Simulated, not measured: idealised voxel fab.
Proc. module: voxel ribs on slabs
Shown is cross-section cut, with a width of 285 nm and square cells of size 5 nm.
When this document writes out a cross-section, it uses a grid of square cells and lists it as bands, beginning at the top and moving down, with a band standing for one or more rows of cells.
The band entry comprises the height of the band's top followed by the height of its bottom, expressed in nm, and subsequently the band's materials from left to right, each stated together with its width in nm. Where a single material is marked with the word "full width", that material fills the band from edge to edge. The word "empty" represents empty space.
Heights are expressed relative to 0, this being the level below which the as-received wafer comprises one material exclusively. The lowest band is unbounded in the downward direction and is denoted as in "0 -> down".
You'd read "30 to 40" like this: the band's top row of cells is as wide as the first number, its bottom row is as wide as the second, and going down, every row changes width by the same amount as the row before did.
"everything unchanged" means the step left every cell of the cross-section as it was.
Empty spaces counting at least 8 cells and having no open way to the top are listed in "Unvented voids". The notation width x height at distance is used for each, the distance being from the left edge and all three values in nm.
Heads up: the bit after the settings on a step's line is the simulator's remark on that step.
Steps that use a mask can have "overlay nm" on their line. It says how far the mask sat to the right of where it was meant to be. Negative means to the left.
Before/after cross-section pairs, one process step each; after shown to lowest changed band; step and settings beneath. Pairs may be from different runs of this module on the same starting wafer; a pair continues from the one above only where its "Preceding state" entry says so.
[Preceding state]
  0 -> down  Si full width
  Unvented voids: none
[Post-Process Section]
  25 -> 0  SiO2 full width
  Below a height of 0, the structure has not been altered.
  Unvented voids: none
Step taken after the before cross-section and before the after cross-section above: DIRECTIONAL_DEP,material SiO2,thk nm 25
Preceding state: the wafer arrives at this step looking as the after cross-section in the pair just above shows it.
[Post-Process Section]
  45 -> 25  SiN full width
  Below a height of 25, the structure has not been altered.
  Unvented voids: none
Step taken after the before cross-section and before the after cross-section above: DIRECTIONAL_DEP,material SiN,thk nm 20
Preceding state: the wafer arrives at this step looking as the after cross-section in the pair just above shows it.
[Post-Process Section]
  55 -> 45  aC full width
  Below a height of 45, the structure has not been altered.
  Unvented voids: none
Step taken after the before cross-section and before the after cross-section above: DIRECTIONAL_DEP,material aC,thk nm 10
Preceding state: the wafer arrives at this step looking as the after cross-section in the pair just above shows it.
[Post-Process Section]
  80 -> 55  130 nm empty / 25 nm resist / 130 nm empty
  Below a height of 55, the structure has not been altered.
  Unvented voids: none
Step taken after the before cross-section and before the after cross-section above: PATTERN,tone cover,mask id RIB,material resist,width nm 25,thk nm 25,overlay nm 0
Preceding state: the wafer arrives at this step looking as the after cross-section in the pair just above shows it.
[Post-Process Section]
  70 -> 55  130 nm empty / 25 nm resist / 130 nm empty
  55 -> 45  130 nm empty / 25 nm aC / 130 nm empty
  Below a height of 45, the structure has not been altered.
  Unvented voids: none
Step taken after the before cross-section and before the after cross-section above: DIRECTIONAL_ETCH,etch materials aC,depth nm 10
Preceding state: the wafer arrives at this step looking as the after cross-section in the pair just above shows it.
[Post-Process Section]
  55 -> 45  130 nm empty / 25 nm aC / 130 nm empty
  Below a height of 45, the structure has not been altered.
  Unvented voids: none
Step taken after the before cross-section and before the after cross-section above: STRIP,etch materials resist
Preceding state: the wafer arrives at this step looking as the after cross-section in the pair just above shows it.
[Post-Process Section]
  55 -> 45  130 nm empty / 25 nm aC / 130 nm empty
  45 -> 40  130 nm empty / 25 nm SiN / 130 nm empty
  Below a height of 40, the structure has not been altered.
  Unvented voids: none
Step taken after the before cross-section and before the after cross-section above: DIRECTIONAL_ETCH,etch materials SiN,depth nm 5
Preceding state: the wafer arrives at this step looking as the after cross-section in the pair just above shows it.
[Post-Process Section]
  45 -> 40  130 nm empty / 25 nm SiN / 130 nm empty
  Below a height of 40, the structure has not been altered.
  Unvented voids: none
Step taken after the before cross-section and before the after cross-section above: STRIP,etch materials aC
Preceding state: the wafer arrives at this step looking as the after cross-section in the pair just above shows it.
[Post-Process Section]
  55 -> 50  130 nm empty / 25 nm aC / 130 nm empty
  50 -> 45  aC full width
  45 -> 40  130 nm aC / 25 nm SiN / 130 nm aC
  Below a height of 40, the structure has not been altered.
  Unvented voids: none
Step taken after the before cross-section and before the after cross-section above: DIRECTIONAL_DEP,material aC,thk nm 10
Preceding state: the wafer arrives at this step looking as the after cross-section in the pair just above shows it.
[Post-Process Section]
  85 -> 55  115 nm empty / 55 nm resist / 115 nm empty
  55 -> 50  115 nm empty / 15 nm resist / 25 nm aC / 15 nm resist / 115 nm empty
  Below a height of 50, the structure has not been altered.
  Unvented voids: none
Step taken after the before cross-section and before the after cross-section above: PATTERN,tone cover,mask id SLAB,material resist,width nm 55,thk nm 30,overlay nm 0
Preceding state: the wafer arrives at this step looking as the after cross-section in the pair just above shows it.
[Post-Process Section]
  75 -> 55  115 nm empty / 55 nm resist / 115 nm empty
  55 -> 50  115 nm empty / 15 nm resist / 25 nm aC / 15 nm resist / 115 nm empty
  50 -> 45  115 nm empty / 55 nm aC / 115 nm empty
  45 -> 40  115 nm empty / 15 nm aC / 25 nm SiN / 15 nm aC / 115 nm empty
  Below a height of 40, the structure has not been altered.
  Unvented voids: none
Step taken after the before cross-section and before the after cross-section above: DIRECTIONAL_ETCH,etch materials aC,depth nm 10
Preceding state: the wafer arrives at this step looking as the after cross-section in the pair just above shows it.
[Post-Process Section]
  55 -> 45  130 to 115 nm empty / 25 to 55 nm aC / 130 to 115 nm empty
  Below a height of 45, the structure has not been altered.
  Unvented voids: none
Step taken after the before cross-section and before the after cross-section above: STRIP,etch materials resist
Preceding state: the wafer arrives at this step looking as the after cross-section in the pair just above shows it.
[Post-Process Section]
  55 -> 45  130 to 115 nm empty / 25 to 55 nm aC / 130 to 115 nm empty
  45 -> 40  115 nm empty / 15 nm aC / 25 nm SiN / 15 nm aC / 115 nm empty
  40 -> 25  115 nm empty / 55 nm SiN / 115 nm empty
  Below a height of 25, the structure has not been altered.
  Unvented voids: none
Step taken after the before cross-section and before the after cross-section above: DIRECTIONAL_ETCH,etch materials SiN,depth nm 15
Preceding state: the wafer arrives at this step looking as the after cross-section in the pair just above shows it.
[Post-Process Section]
  45 -> 40  130 nm empty / 25 nm SiN / 130 nm empty
  Below a height of 40, the structure has not been altered.
  Unvented voids: none
Step taken after the before cross-section and before the after cross-section above: STRIP,etch materials aC
Preceding state: the wafer arrives at this step looking as the after cross-section in the pair just above shows it.
[Post-Process Section]
  60 -> 45  SiO2 full width
  45 -> 40  130 nm SiO2 / 25 nm SiN / 130 nm SiO2
  40 -> 25  115 nm SiO2 / 55 nm SiN / 115 nm SiO2
  Below a height of 25, the structure has not been altered.
  Unvented voids: none
Step taken after the before cross-section and before the after cross-section above: FILL_DEP,material SiO2,thk nm 15
Preceding state: the wafer arrives at this step looking as the after cross-section in the pair just above shows it.
[Post-Process Section]
  55 -> 45  SiO2 full width
  Below a height of 45, the structure has not been altered.
  Unvented voids: none
Step taken after the before cross-section and before the after cross-section above: CMP,height nm 55
Preceding state: the wafer arrives at this step looking as the after cross-section in the pair just above shows it.
[Post-Process Section]
  60 -> 55  W full width
  Below a height of 55, the structure has not been altered.
  Unvented voids: none
Step taken after the before cross-section and before the after cross-section above: DIRECTIONAL_DEP,material W,thk nm 5
Preceding state: the wafer arrives at this step looking as the after cross-section in the pair just above shows it.
[Post-Process Section]
  80 -> 60  125 nm empty / 35 nm resist / 125 nm empty
  Below a height of 60, the structure has not been altered.
  Unvented voids: none
Step taken after the before cross-section and before the after cross-section above: PATTERN,tone cover,mask id HEATER,material resist,width nm 35,thk nm 20,overlay nm 0
Preceding state: the wafer arrives at this step looking as the after cross-section in the pair just above shows it.
[Post-Process Section]
  80 -> 60  125 nm empty / 35 nm resist / 125 nm empty
  60 -> 55  125 nm empty / 35 nm W / 125 nm empty
  Below a height of 55, the structure has not been altered.
  Unvented voids: none
Step taken after the before cross-section and before the after cross-section above: DIRECTIONAL_ETCH,etch materials W,depth nm 5
Preceding state: the wafer arrives at this step looking as the after cross-section in the pair just above shows it.
[Post-Process Section]
  60 -> 55  125 nm empty / 35 nm W / 125 nm empty
  Below a height of 55, the structure has not been altered.
  Unvented voids: none
Step taken after the before cross-section and before the after cross-section above: STRIP,etch materials resist
Preceding state: the wafer arrives at this step looking as the after cross-section in the pair just above shows it.
[Post-Process Section]
  65 -> 60  120 nm empty / 45 nm SiO2 / 120 nm empty
  60 -> 55  125 nm SiO2 / 35 nm W / 125 nm SiO2
  Below a height of 55, the structure has not been altered.
  Unvented voids: none
Step taken after the before cross-section and before the after cross-section above: CONFORMAL_DEP,material SiO2,thk nm 5
[Preceding state]
  45 -> 25  SiN full width
  25 -> 0  SiO2 full width
  0 -> down  Si full width
  Unvented voids: none
[Post-Process Section]
  65 -> 25  SiN full width
  Below a height of 25, the structure has not been altered.
  Unvented voids: none
Step taken after the before cross-section and before the after cross-section above: DIRECTIONAL_DEP,material SiN,thk nm 20
Preceding state: the wafer arrives at this step looking as the after cross-section in the pair just above shows it.
[Post-Process Section]
  75 -> 65  aC full width
  Below a height of 65, the structure has not been altered.
  Unvented voids: none
Step taken after the before cross-section and before the after cross-section above: DIRECTIONAL_DEP,material aC,thk nm 10
Preceding state: the wafer arrives at this step looking as the after cross-section in the pair just above shows it.
[Post-Process Section]
  100 -> 75  130 nm empty / 25 nm resist / 130 nm empty
  Below a height of 75, the structure has not been altered.
  Unvented voids: none
Step taken after the before cross-section and before the after cross-section above: PATTERN,tone cover,mask id RIB,material resist,width nm 25,thk nm 25,overlay nm 0
Preceding state: the wafer arrives at this step looking as the after cross-section in the pair just above shows it.
[Post-Process Section]
  90 -> 75  130 nm empty / 25 nm resist / 130 nm empty
  75 -> 65  130 nm empty / 25 nm aC / 130 nm empty
  Below a height of 65, the structure has not been altered.
  Unvented voids: none
Step taken after the before cross-section and before the after cross-section above: DIRECTIONAL_ETCH,etch materials aC,depth nm 10
Preceding state: the wafer arrives at this step looking as the after cross-section in the pair just above shows it.
[Post-Process Section]
  75 -> 65  130 nm empty / 25 nm aC / 130 nm empty
  Below a height of 65, the structure has not been altered.
  Unvented voids: none
Step taken after the before cross-section and before the after cross-section above: STRIP,etch materials resist
Preceding state: the wafer arrives at this step looking as the after cross-section in the pair just above shows it.
[Post-Process Section]
  75 -> 65  130 nm empty / 25 nm aC / 130 nm empty
  65 -> 60  130 nm empty / 25 nm SiN / 130 nm empty
  Below a height of 60, the structure has not been altered.
  Unvented voids: none
Step taken after the before cross-section and before the after cross-section above: DIRECTIONAL_ETCH,etch materials SiN,depth nm 5
Preceding state: the wafer arrives at this step looking as the after cross-section in the pair just above shows it.
[Post-Process Section]
  65 -> 60  130 nm empty / 25 nm SiN / 130 nm empty
  Below a height of 60, the structure has not been altered.
  Unvented voids: none
Step taken after the before cross-section and before the after cross-section above: STRIP,etch materials aC
Preceding state: the wafer arrives at this step looking as the after cross-section in the pair just above shows it.
[Post-Process Section]
  75 -> 70  130 nm empty / 25 nm aC / 130 nm empty
  70 -> 65  aC full width
  65 -> 60  130 nm aC / 25 nm SiN / 130 nm aC
  Below a height of 60, the structure has not been altered.
  Unvented voids: none
Step taken after the before cross-section and before the after cross-section above: DIRECTIONAL_DEP,material aC,thk nm 10
Preceding state: the wafer arrives at this step looking as the after cross-section in the pair just above shows it.
[Post-Process Section]
  105 -> 75  115 nm empty / 55 nm resist / 115 nm empty
  75 -> 70  115 nm empty / 15 nm resist / 25 nm aC / 15 nm resist / 115 nm empty
  Below a height of 70, the structure has not been altered.
  Unvented voids: none
Step taken after the before cross-section and before the after cross-section above: PATTERN,tone cover,mask id SLAB,material resist,width nm 55,thk nm 30,overlay nm 0
Preceding state: the wafer arrives at this step looking as the after cross-section in the pair just above shows it.
[Post-Process Section]
  95 -> 75  115 nm empty / 55 nm resist / 115 nm empty
  75 -> 70  115 nm empty / 15 nm resist / 25 nm aC / 15 nm resist / 115 nm empty
  70 -> 65  115 nm empty / 55 nm aC / 115 nm empty
  65 -> 60  115 nm empty / 15 nm aC / 25 nm SiN / 15 nm aC / 115 nm empty
  Below a height of 60, the structure has not been altered.
  Unvented voids: none
Step taken after the before cross-section and before the after cross-section above: DIRECTIONAL_ETCH,etch materials aC,depth nm 10
Preceding state: the wafer arrives at this step looking as the after cross-section in the pair just above shows it.
[Post-Process Section]
  75 -> 65  130 to 115 nm empty / 25 to 55 nm aC / 130 to 115 nm empty
  Below a height of 65, the structure has not been altered.
  Unvented voids: none
Step taken after the before cross-section and before the after cross-section above: STRIP,etch materials resist
Preceding state: the wafer arrives at this step looking as the after cross-section in the pair just above shows it.
[Post-Process Section]
  75 -> 65  130 to 115 nm empty / 25 to 55 nm aC / 130 to 115 nm empty
  65 -> 60  115 nm empty / 15 nm aC / 25 nm SiN / 15 nm aC / 115 nm empty
  60 -> 45  115 nm empty / 55 nm SiN / 115 nm empty
  Below a height of 45, the structure has not been altered.
  Unvented voids: none
Step taken after the before cross-section and before the after cross-section above: DIRECTIONAL_ETCH,etch materials SiN,depth nm 15
Preceding state: the wafer arrives at this step looking as the after cross-section in the pair just above shows it.
[Post-Process Section]
  65 -> 60  130 nm empty / 25 nm SiN / 130 nm empty
  Below a height of 60, the structure has not been altered.
  Unvented voids: none
Step taken after the before cross-section and before the after cross-section above: STRIP,etch materials aC
Preceding state: the wafer arrives at this step looking as the after cross-section in the pair just above shows it.
[Post-Process Section]
  80 -> 65  SiO2 full width
  65 -> 60  130 nm SiO2 / 25 nm SiN / 130 nm SiO2
  60 -> 45  115 nm SiO2 / 55 nm SiN / 115 nm SiO2
  Below a height of 45, the structure has not been altered.
  Unvented voids: none
Step taken after the before cross-section and before the after cross-section above: FILL_DEP,material SiO2,thk nm 15
Preceding state: the wafer arrives at this step looking as the after cross-section in the pair just above shows it.
[Post-Process Section]
  55 -> 45  115 nm SiO2 / 55 nm SiN / 115 nm SiO2
  Below a height of 45, the structure has not been altered.
  Unvented voids: none
Step taken after the before cross-section and before the after cross-section above: CMP,height nm 55
Preceding state: the wafer arrives at this step looking as the after cross-section in the pair just above shows it.
[Post-Process Section]
  60 -> 55  W full width
  Below a height of 55, the structure has not been altered.
  Unvented voids: none
Step taken after the before cross-section and before the after cross-section above: DIRECTIONAL_DEP,material W,thk nm 5
Preceding state: the wafer arrives at this step looking as the after cross-section in the pair just above shows it.
[Post-Process Section]
  80 -> 60  125 nm empty / 35 nm resist / 125 nm empty
  Below a height of 60, the structure has not been altered.
  Unvented voids: none
Step taken after the before cross-section and before the after cross-section above: PATTERN,tone cover,mask id HEATER,material resist,width nm 35,thk nm 20,overlay nm 0
Preceding state: the wafer arrives at this step looking as the after cross-section in the pair just above shows it.
[Post-Process Section]
  80 -> 60  125 nm empty / 35 nm resist / 125 nm empty
  60 -> 55  125 nm empty / 35 nm W / 125 nm empty
  Below a height of 55, the structure has not been altered.
  Unvented voids: none
Step taken after the before cross-section and before the after cross-section above: DIRECTIONAL_ETCH,etch materials W,depth nm 5
Preceding state: the wafer arrives at this step looking as the after cross-section in the pair just above shows it.
[Post-Process Section]
  60 -> 55  125 nm empty / 35 nm W / 125 nm empty
  Below a height of 55, the structure has not been altered.
  Unvented voids: none
Step taken after the before cross-section and before the after cross-section above: STRIP,etch materials resist
Preceding state: the wafer arrives at this step looking as the after cross-section in the pair just above shows it.
[Post-Process Section]
  65 -> 60  120 nm empty / 45 nm SiO2 / 120 nm empty
  60 -> 55  125 nm SiO2 / 35 nm W / 125 nm SiO2
  Below a height of 55, the structure has not been altered.
  Unvented voids: none
Step taken after the before cross-section and before the after cross-section above: CONFORMAL_DEP,material SiO2,thk nm 5
[Preceding state]
  0 -> down  Si full width
  Unvented voids: none
[Post-Process Section]
  20 -> 0  SiN full width
  Below a height of 0, the structure has not been altered.
  Unvented voids: none
Step taken after the before cross-section and before the after cross-section above: DIRECTIONAL_DEP,material SiN,thk nm 20
Preceding state: the wafer arrives at this step looking as the after cross-section in the pair just above shows it.
[Post-Process Section]
  45 -> 20  SiO2 full width
  Below a height of 20, the structure has not been altered.
  Unvented voids: none
Step taken after the before cross-section and before the after cross-section above: DIRECTIONAL_DEP,material SiO2,thk nm 25
Preceding state: the wafer arrives at this step looking as the after cross-section in the pair just above shows it.
[Post-Process Section]
  55 -> 45  aC full width
  Below a height of 45, the structure has not been altered.
  Unvented voids: none
Step taken after the before cross-section and before the after cross-section above: DIRECTIONAL_DEP,material aC,thk nm 10
Preceding state: the wafer arrives at this step looking as the after cross-section in the pair just above shows it.
[Post-Process Section]
  80 -> 55  130 nm empty / 25 nm resist / 130 nm empty
  Below a height of 55, the structure has not been altered.
  Unvented voids: none
Step taken after the before cross-section and before the after cross-section above: PATTERN,tone cover,mask id RIB,material resist,width nm 25,thk nm 25,overlay nm 0
Preceding state: the wafer arrives at this step looking as the after cross-section in the pair just above shows it.
[Post-Process Section]
  70 -> 55  130 nm empty / 25 nm resist / 130 nm empty
  55 -> 45  130 nm empty / 25 nm aC / 130 nm empty
  Below a height of 45, the structure has not been altered.
  Unvented voids: none
Step taken after the before cross-section and before the after cross-section above: DIRECTIONAL_ETCH,etch materials aC,depth nm 10
Preceding state: the wafer arrives at this step looking as the after cross-section in the pair just above shows it.
[Post-Process Section]
  55 -> 45  130 nm empty / 25 nm aC / 130 nm empty
  Below a height of 45, the structure has not been altered.
  Unvented voids: none
Step taken after the before cross-section and before the after cross-section above: STRIP,etch materials resist
Preceding state: the wafer arrives at this step looking as the after cross-section in the pair just above shows it.
[Post-Process Section]
  45 -> 20  SiO2 full width
  Below a height of 20, the structure has not been altered.
  Unvented voids: none
Step taken after the before cross-section and before the after cross-section above: STRIP,etch materials aC
[Preceding state]
  55 -> 45  aC full width
  45 -> 20  SiO2 full width
  20 -> 0  SiN full width
  0 -> down  Si full width
  Unvented voids: none
[Post-Process Section]
  85 -> 55  115 nm empty / 55 nm resist / 115 nm empty
  Below a height of 55, the structure has not been altered.
  Unvented voids: none
Step taken after the before cross-section and before the after cross-section above: PATTERN,tone cover,mask id SLAB,material resist,width nm 55,thk nm 30,overlay nm 0
Preceding state: the wafer arrives at this step looking as the after cross-section in the pair just above shows it.
[Post-Process Section]
  75 -> 55  115 nm empty / 55 nm resist / 115 nm empty
  55 -> 45  115 nm empty / 55 nm aC / 115 nm empty
  Below a height of 45, the structure has not been altered.
  Unvented voids: none
Step taken after the before cross-section and before the after cross-section above: DIRECTIONAL_ETCH,etch materials aC,depth nm 10
Preceding state: the wafer arrives at this step looking as the after cross-section in the pair just above shows it.
[Post-Process Section]
  55 -> 45  115 nm empty / 55 nm aC / 115 nm empty
  Below a height of 45, the structure has not been altered.
  Unvented voids: none
Step taken after the before cross-section and before the after cross-section above: STRIP,etch materials resist
Preceding state: the wafer arrives at this step looking as the after cross-section in the pair just above shows it.
[Post-Process Section]
  45 -> 20  SiO2 full width
  Below a height of 20, the structure has not been altered.
  Unvented voids: none
Step taken after the before cross-section and before the after cross-section above: STRIP,etch materials aC
Preceding state: the wafer arrives at this step looking as the after cross-section in the pair just above shows it.
[Post-Process Section]
  60 -> 20  SiO2 full width
  Below a height of 20, the structure has not been altered.
  Unvented voids: none
Step taken after the before cross-section and before the after cross-section above: FILL_DEP,material SiO2,thk nm 15
Preceding state: the wafer arrives at this step looking as the after cross-section in the pair just above shows it.
[Post-Process Section]
  55 -> 20  SiO2 full width
  Below a height of 20, the structure has not been altered.
  Unvented voids: none
Step taken after the before cross-section and before the after cross-section above: CMP,height nm 55
Preceding state: the wafer arrives at this step looking as the after cross-section in the pair just above shows it.
[Post-Process Section]
  60 -> 55  W full width
  Below a height of 55, the structure has not been altered.
  Unvented voids: none
Step taken after the before cross-section and before the after cross-section above: DIRECTIONAL_DEP,material W,thk nm 5
Preceding state: the wafer arrives at this step looking as the after cross-section in the pair just above shows it.
[Post-Process Section]
  80 -> 60  125 nm empty / 35 nm resist / 125 nm empty
  Below a height of 60, the structure has not been altered.
  Unvented voids: none
Step taken after the before cross-section and before the after cross-section above: PATTERN,tone cover,mask id HEATER,material resist,width nm 35,thk nm 20,overlay nm 0
Preceding state: the wafer arrives at this step looking as the after cross-section in the pair just above shows it.
[Post-Process Section]
  80 -> 60  125 nm empty / 35 nm resist / 125 nm empty
  60 -> 55  125 nm empty / 35 nm W / 125 nm empty
  Below a height of 55, the structure has not been altered.
  Unvented voids: none
Step taken after the before cross-section and before the after cross-section above: DIRECTIONAL_ETCH,etch materials W,depth nm 5
Preceding state: the wafer arrives at this step looking as the after cross-section in the pair just above shows it.
[Post-Process Section]
  60 -> 55  125 nm empty / 35 nm W / 125 nm empty
  Below a height of 55, the structure has not been altered.
  Unvented voids: none
Step taken after the before cross-section and before the after cross-section above: STRIP,etch materials resist
Preceding state: the wafer arrives at this step looking as the after cross-section in the pair just above shows it.
[Post-Process Section]
  65 -> 60  120 nm empty / 45 nm SiO2 / 120 nm empty
  60 -> 55  125 nm SiO2 / 35 nm W / 125 nm SiO2
  Below a height of 55, the structure has not been altered.
  Unvented voids: none
Step taken after the before cross-section and before the after cross-section above: CONFORMAL_DEP,material SiO2,thk nm 5
[Preceding state]
  60 -> 45  SiO2 full width
  45 -> 40  130 nm SiO2 / 25 nm SiN / 130 nm SiO2
  40 -> 25  115 nm SiO2 / 55 nm SiN / 115 nm SiO2
  25 -> 0  SiO2 full width
  0 -> down  Si full width
  Unvented voids: none
[Post-Process Section]
  50 -> 45  SiO2 full width
  Below a height of 45, the structure has not been altered.
  Unvented voids: none
Step taken after the before cross-section and before the after cross-section above: CMP,height nm 50
Preceding state: the wafer arrives at this step looking as the after cross-section in the pair just above shows it.
[Post-Process Section]
  55 -> 50  W full width
  Below a height of 50, the structure has not been altered.
  Unvented voids: none
Step taken after the before cross-section and before the after cross-section above: DIRECTIONAL_DEP,material W,thk nm 5
Preceding state: the wafer arrives at this step looking as the after cross-section in the pair just above shows it.
[Post-Process Section]
  75 -> 55  125 nm empty / 35 nm resist / 125 nm empty
  Below a height of 55, the structure has not been altered.
  Unvented voids: none
Step taken after the before cross-section and before the after cross-section above: PATTERN,tone cover,mask id HEATER,material resist,width nm 35,thk nm 20,overlay nm 0
Preceding state: the wafer arrives at this step looking as the after cross-section in the pair just above shows it.
[Post-Process Section]
  75 -> 55  125 nm empty / 35 nm resist / 125 nm empty
  55 -> 50  125 nm empty / 35 nm W / 125 nm empty
  Below a height of 50, the structure has not been altered.
  Unvented voids: none
Step taken after the before cross-section and before the after cross-section above: DIRECTIONAL_ETCH,etch materials W,depth nm 5
Preceding state: the wafer arrives at this step looking as the after cross-section in the pair just above shows it.
[Post-Process Section]
  55 -> 50  125 nm empty / 35 nm W / 125 nm empty
  Below a height of 50, the structure has not been altered.
  Unvented voids: none
Step taken after the before cross-section and before the after cross-section above: STRIP,etch materials resist
Preceding state: the wafer arrives at this step looking as the after cross-section in the pair just above shows it.
[Post-Process Section]
  60 -> 55  120 nm empty / 45 nm SiO2 / 120 nm empty
  55 -> 50  125 nm SiO2 / 35 nm W / 125 nm SiO2
  Below a height of 50, the structure has not been altered.
  Unvented voids: none
Step taken after the before cross-section and before the after cross-section above: CONFORMAL_DEP,material SiO2,thk nm 5
[Preceding state]
  60 -> 55  W full width
  55 -> 45  SiO2 full width
  45 -> 40  130 nm SiO2 / 25 nm SiN / 130 nm SiO2
  40 -> 25  115 nm SiO2 / 55 nm SiN / 115 nm SiO2
  25 -> 0  SiO2 full width
  0 -> down  Si full width
  Unvented voids: none
[Post-Process Section]
  80 -> 60  125 nm empty / 40 nm resist / 120 nm empty
  Below a height of 60, the structure has not been altered.
  Unvented voids: none
Step taken after the before cross-section and before the after cross-section above: PATTERN,tone cover,mask id HEATER,material resist,width nm 40,thk nm 20,overlay nm 0
Preceding state: the wafer arrives at this step looking as the after cross-section in the pair just above shows it.
[Post-Process Section]
  80 -> 60  125 nm empty / 40 nm resist / 120 nm empty
  60 -> 55  125 nm empty / 40 nm W / 120 nm empty
  Below a height of 55, the structure has not been altered.
  Unvented voids: none
Step taken after the before cross-section and before the after cross-section above: DIRECTIONAL_ETCH,etch materials W,depth nm 5
Preceding state: the wafer arrives at this step looking as the after cross-section in the pair just above shows it.
[Post-Process Section]
  60 -> 55  125 nm empty / 40 nm W / 120 nm empty
  Below a height of 55, the structure has not been altered.
  Unvented voids: none
Step taken after the before cross-section and before the after cross-section above: STRIP,etch materials resist
Preceding state: the wafer arrives at this step looking as the after cross-section in the pair just above shows it.
[Post-Process Section]
  65 -> 60  120 nm empty / 50 nm SiO2 / 115 nm empty
  60 -> 55  125 nm SiO2 / 40 nm W / 120 nm SiO2
  Below a height of 55, the structure has not been altered.
  Unvented voids: none
Step taken after the before cross-section and before the after cross-section above: CONFORMAL_DEP,material SiO2,thk nm 5
[Preceding state]
  55 -> 50  130 nm empty / 25 nm aC / 130 nm empty
  50 -> 45  aC full width
  45 -> 40  130 nm aC / 25 nm SiN / 130 nm aC
  40 -> 25  SiN full width
  25 -> 0  SiO2 full width
  0 -> down  Si full width
  Unvented voids: none
[Post-Process Section]
  85 -> 55  120 nm empty / 55 nm resist / 110 nm empty
  55 -> 50  120 nm empty / 10 nm resist / 25 nm aC / 20 nm resist / 110 nm empty
  Below a height of 50, the structure has not been altered.
  Unvented voids: none
Step taken after the before cross-section and before the after cross-section above: PATTERN,tone cover,mask id SLAB,material resist,width nm 55,thk nm 30,overlay nm 5
Preceding state: the wafer arrives at this step looking as the after cross-section in the pair just above shows it.
[Post-Process Section]
  75 -> 55  120 nm empty / 55 nm resist / 110 nm empty
  55 -> 50  120 nm empty / 10 nm resist / 25 nm aC / 20 nm resist / 110 nm empty
  50 -> 45  120 nm empty / 55 nm aC / 110 nm empty
  45 -> 40  120 nm empty / 10 nm aC / 25 nm SiN / 20 nm aC / 110 nm empty
  Below a height of 40, the structure has not been altered.
  Unvented voids: none
Step taken after the before cross-section and before the after cross-section above: DIRECTIONAL_ETCH,etch materials aC,depth nm 10
Preceding state: the wafer arrives at this step looking as the after cross-section in the pair just above shows it.
[Post-Process Section]
  55 -> 45  130 to 120 nm empty / 25 to 55 nm aC / 130 to 110 nm empty
  Below a height of 45, the structure has not been altered.
  Unvented voids: none
Step taken after the before cross-section and before the after cross-section above: STRIP,etch materials resist
Preceding state: the wafer arrives at this step looking as the after cross-section in the pair just above shows it.
[Post-Process Section]
  55 -> 45  130 to 120 nm empty / 25 to 55 nm aC / 130 to 110 nm empty
  45 -> 40  120 nm empty / 10 nm aC / 25 nm SiN / 20 nm aC / 110 nm empty
  40 -> 25  120 nm empty / 55 nm SiN / 110 nm empty
  Below a height of 25, the structure has not been altered.
  Unvented voids: none
Step taken after the before cross-section and before the after cross-section above: DIRECTIONAL_ETCH,etch materials SiN,depth nm 15
Preceding state: the wafer arrives at this step looking as the after cross-section in the pair just above shows it.
[Post-Process Section]
  45 -> 40  130 nm empty / 25 nm SiN / 130 nm empty
  Below a height of 40, the structure has not been altered.
  Unvented voids: none
Step taken after the before cross-section and before the after cross-section above: STRIP,etch materials aC
Preceding state: the wafer arrives at this step looking as the after cross-section in the pair just above shows it.
[Post-Process Section]
  60 -> 45  SiO2 full width
  45 -> 40  130 nm SiO2 / 25 nm SiN / 130 nm SiO2
  40 -> 25  120 nm SiO2 / 55 nm SiN / 110 nm SiO2
  Below a height of 25, the structure has not been altered.
  Unvented voids: none
Step taken after the before cross-section and before the after cross-section above: FILL_DEP,material SiO2,thk nm 15
Preceding state: the wafer arrives at this step looking as the after cross-section in the pair just above shows it.
[Post-Process Section]
  55 -> 45  SiO2 full width
  Below a height of 45, the structure has not been altered.
  Unvented voids: none
Step taken after the before cross-section and before the after cross-section above: CMP,height nm 55
Preceding state: the wafer arrives at this step looking as the after cross-section in the pair just above shows it.
[Post-Process Section]
  60 -> 55  W full width
  Below a height of 55, the structure has not been altered.
  Unvented voids: none
Step taken after the before cross-section and before the after cross-section above: DIRECTIONAL_DEP,material W,thk nm 5
Preceding state: the wafer arrives at this step looking as the after cross-section in the pair just above shows it.
[Post-Process Section]
  80 -> 60  125 nm empty / 35 nm resist / 125 nm empty
  Below a height of 60, the structure has not been altered.
  Unvented voids: none
Step taken after the before cross-section and before the after cross-section above: PATTERN,tone cover,mask id HEATER,material resist,width nm 35,thk nm 20,overlay nm 0
Preceding state: the wafer arrives at this step looking as the after cross-section in the pair just above shows it.
[Post-Process Section]
  80 -> 60  125 nm empty / 35 nm resist / 125 nm empty
  60 -> 55  125 nm empty / 35 nm W / 125 nm empty
  Below a height of 55, the structure has not been altered.
  Unvented voids: none
Step taken after the before cross-section and before the after cross-section above: DIRECTIONAL_ETCH,etch materials W,depth nm 5
Preceding state: the wafer arrives at this step looking as the after cross-section in the pair just above shows it.
[Post-Process Section]
  60 -> 55  125 nm empty / 35 nm W / 125 nm empty
  Below a height of 55, the structure has not been altered.
  Unvented voids: none
Step taken after the before cross-section and before the after cross-section above: STRIP,etch materials resist
Preceding state: the wafer arrives at this step looking as the after cross-section in the pair just above shows it.
[Post-Process Section]
  65 -> 60  120 nm empty / 45 nm SiO2 / 120 nm empty
  60 -> 55  125 nm SiO2 / 35 nm W / 125 nm SiO2
  Below a height of 55, the structure has not been altered.
  Unvented voids: none
Step taken after the before cross-section and before the after cross-section above: CONFORMAL_DEP,material SiO2,thk nm 5
[Preceding state]
  45 -> 25  SiN full width
  25 -> 0  SiO2 full width
  0 -> down  Si full width
  Unvented voids: none
[Post-Process Section]
  55 -> 45  SiO2 full width
  Below a height of 45, the structure has not been altered.
  Unvented voids: none
Step taken after the before cross-section and before the after cross-section above: DIRECTIONAL_DEP,material SiO2,thk nm 10
Preceding state: the wafer arrives at this step looking as the after cross-section in the pair just above shows it.
[Post-Process Section]
  80 -> 55  130 nm empty / 25 nm resist / 130 nm empty
  Below a height of 55, the structure has not been altered.
  Unvented voids: none
Step taken after the before cross-section and before the after cross-section above: PATTERN,tone cover,mask id RIB,material resist,width nm 25,thk nm 25,overlay nm 0
Preceding state: the wafer arrives at this step looking as the after cross-section in the pair just above shows it.
[Post-Process Section]
  70 -> 55  130 nm empty / 25 nm resist / 130 nm empty
  Below a height of 55, the structure has not been altered.
  Unvented voids: none
Step taken after the before cross-section and before the after cross-section above: DIRECTIONAL_ETCH,etch materials aC,depth nm 10
Preceding state: the wafer arrives at this step looking as the after cross-section in the pair just above shows it.
[Post-Process Section]
  55 -> 45  SiO2 full width
  Below a height of 45, the structure has not been altered.
  Unvented voids: none
Step taken after the before cross-section and before the after cross-section above: STRIP,etch materials resist
